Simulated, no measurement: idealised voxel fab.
You're looking at the process module voxel lift off.
Square cells of 5 nm make up the cross-section cut, whose width is 195 nm.
In what follows, cross-sections appear as grids of square cells, described through bands that run from the top down, where every band is one or more rows of cells. The band entry comprises the height of the band's top followed by the height of its bottom, expressed in nm, and subsequently the band's materials from left to right, each stated together with its width in nm. Where a single material is marked with the word "throughout", that material fills the band from edge to edge. The word "empty" represents empty space. Ref level 0: as-received wafer is one material below here. Bottom band extends down with no lower bound ("top 0, no bottom"). The two numbers in a width such as "30->40" mark its ends across the band: the first belongs to the top row of cells, the second to the bottom row, and from each row to the next the width moves by the same amount. "no change" -> step changed no cross-section cell. What "Fully enclosed voids" gives you is every empty space of 8 cells or more that is cut off from the top. Each appears as width x height at distance, with the distance taken from the left edge and width, height and distance all in nm. On each step's line, the part that comes after the settings is the simulator's own comment on the step. "overlay nm" on a masked step: distance the mask lay right of its planned place, negative for left.

Planned process steps:
1) RECEIVE: material Si
2) CONFORMAL_DEP: material SiO2, thk nm 5
3) PATTERN: tone open, mask id LINES, material resist, width nm 30, pitch nm 55, thk nm 15, overlay nm 0
4) DIRECTIONAL_DEP: material Ru, thk nm 5
5) STRIP: etch materials resist
6) CONFORMAL_DEP: material SiO2, thk nm 10

Incoming wafer, cross-sectional view, post step 1:
* top 0, no bottom | Si throughout
* Fully enclosed voids: none

End-of-module cross-section. Starting structure and process plan as above; one mistake made in running it:
* top 25, bottom 20 | 40 empty | 115 SiO2 | 40 empty
* top 20, bottom 10 | SiO2 throughout
* top 10, bottom 5 | 55 SiO2 | 30 Ru | 25 SiO2 | 30 Ru | 55 SiO2
* top 5, bottom 0 | SiO2 throughout
* top 0, no bottom | Si throughout
* Fully enclosed voids: none
The plan and the run diverged here: step 6 ran differently from the plan; actual operation with settings: CONFORMAL_DEP: material SiO2, thk nm 15
